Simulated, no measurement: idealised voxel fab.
process module | voxel capacitor over wiring
cross-section cut | 180 nm wide | cells 5 nm
A cross-section is a grid of square cells, given in bands from the top down. A band is one or more rows of cells.
Each band's line starts with the height of the band's top and of its bottom, in nm. Then come its materials from left to right, each with its width in nm. One material with "throughout" fills the band from edge to edge. "air" is empty space.
Height 0 is the level under which the wafer as received is all one material. The lowest band goes on downwards, as in "0 down".
A width such as "30 to 40" changes by the same amount from each row of cells to the next, from the band's top row to its bottom row.
"no change" after a step means that no cell of the cross-section changed.
closed voids: empty space of 8 cells or more with no open way to the top, each as width x height at its distance from the left edge, in nm
after a step's settings: what the simulator itself notes on the step
overlay nm, on a step with a mask: how far to the right of its planned place the mask lay; to the left if negative
plan
1 op RECEIVE | material Si
2 op CONFORMAL_DEP | material SiO2 | thk nm 10
3 op CONFORMAL_DEP | material SiCN | thk nm 5
4 op DIRECTIONAL_DEP | material lowk | thk nm 20
5 op MASKED_ETCH | tone open | mask id METAL_1 | width nm 25 | pitch nm 95 | etch materials lowk | depth nm 20 | overlay nm 0
6 op MASKED_ETCH | tone open | mask id METAL_1 | width nm 25 | pitch nm 95 | etch materials SiCN | depth nm 5 | overlay nm 0
7 op CONFORMAL_DEP | material TiN | thk nm 5
8 op FILL_DEP | material Cu | thk nm 5
9 op CMP | height nm 35
10 op CONFORMAL_DEP | material SiCN | thk nm 5
11 op DIRECTIONAL_DEP | material SiO2 | thk nm 20
12 op MASKED_ETCH | tone open | mask id PLUG_1 | width nm 15 | etch materials SiO2 | depth nm 20 | overlay nm 0
13 op MASKED_ETCH | tone open | mask id PLUG_1 | width nm 15 | etch materials SiCN | depth nm 5 | overlay nm 0
14 op CONFORMAL_DEP | material TiN | thk nm 5
15 op FILL_DEP | material W | thk nm 10
16 op CMP | height nm 60
17 op DIRECTIONAL_DEP | material TiN | thk nm 10
18 op DIRECTIONAL_DEP | material SiN | thk nm 5
19 op DIRECTIONAL_DEP | material TiN | thk nm 5
20 op DIRECTIONAL_DEP | material aC | thk nm 15
21 op PATTERN | tone cover | mask id UPPER_PLATE | material resist | width nm 75 | thk nm 30 | overlay nm 0
22 op DIRECTIONAL_ETCH | etch materials aC | depth nm 15
23 op STRIP | etch materials resist
24 op DIRECTIONAL_ETCH | etch materials TiN | depth nm 5
25 op DIRECTIONAL_ETCH | etch materials SiN | depth nm 5
26 op STRIP | etch materials aC
27 op PATTERN | tone cover | mask id LOWER_PLATE | material resist | width nm 85 | thk nm 15 | overlay nm 0
28 op DIRECTIONAL_ETCH | etch materials TiN | depth nm 10
29 op STRIP | etch materials resist
30 op FILL_DEP | material SiO2 | thk nm 15
31 op CMP | height nm 90
32 op DIRECTIONAL_DEP | material aC | thk nm 15
33 op PATTERN | tone open | mask id PLUG_2 | material resist | width nm 15 | thk nm 35 | overlay nm 0
34 op DIRECTIONAL_ETCH | etch materials aC | depth nm 15
35 op STRIP | etch materials resist
36 op DIRECTIONAL_ETCH | etch materials SiO2 | depth nm 10
37 op STRIP | etch materials aC
38 op CONFORMAL_DEP | material TiN | thk nm 5
39 op FILL_DEP | material W | thk nm 10
40 op CMP | height nm 90
41 op CONFORMAL_DEP | material SiCN | thk nm 5
as received, after step 1
  0 down: Si throughout
  closed voids: none
first wafer at the end, as planned
  95 to 90: SiCN throughout
  90 to 85: SiO2 50 | TiN 5 | W 5 | TiN 5 | SiO2 115
  85 to 75: SiO2 50 to 40 | TiN 15 to 75 | SiO2 115 to 65
  75 to 70: SiO2 40 | SiN 75 | SiO2 65
  70 to 60: SiO2 35 | TiN 85 | SiO2 60
  60 to 40: SiO2 40 | TiN 5 | W 5 | TiN 5 | SiO2 125
  40 to 35: SiCN 40 | TiN 15 | SiCN 125
  35 to 15: lowk 30 | TiN 5 | Cu 15 | TiN 5 | lowk 70 | TiN 5 | Cu 15 | TiN 5 | lowk 30
  15 to 10: SiCN 30 | TiN 25 | SiCN 70 | TiN 25 | SiCN 30
  10 to 0: SiO2 throughout
  0 down: Si throughout
  closed voids: none
second wafer at the end: like start, like plan, one mistake
  95 to 90: SiCN throughout
  90 to 85: SiO2 50 | TiN 5 | W 5 | TiN 5 | SiO2 115
  85 to 75: SiO2 50 to 40 | TiN 15 to 75 | SiO2 115 to 65
  75 to 70: SiO2 40 | SiN 75 | SiO2 65
  70 to 60: SiO2 35 | TiN 85 | SiO2 60
  60 to 40: SiO2 40 | TiN 5 | W 5 | TiN 5 | SiO2 125
  40 to 35: SiCN 40 | TiN 15 | SiCN 125
  35 to 20: lowk 30 | TiN 5 | Cu 15 | TiN 5 | lowk 70 | TiN 5 | Cu 15 | TiN 5 | lowk 30
  20 to 15: lowk 30 | TiN 10 | Cu 5 | TiN 10 | lowk 70 | TiN 10 | Cu 5 | TiN 10 | lowk 30
  15 to 10: SiCN 35 | TiN 15 | SiCN 80 | TiN 15 | SiCN 35
  10 to 0: SiO2 throughout
  0 down: Si throughout
  closed voids: none
what went wrong: step 6 ran as: op MASKED_ETCH | tone open | mask id METAL_1 | width nm 15 | pitch nm 95 | etch materials SiCN | depth nm 5 | overlay nm 0
at the end the second wafer has, in cells: 4 fewer of Cu | 4 more of SiCN
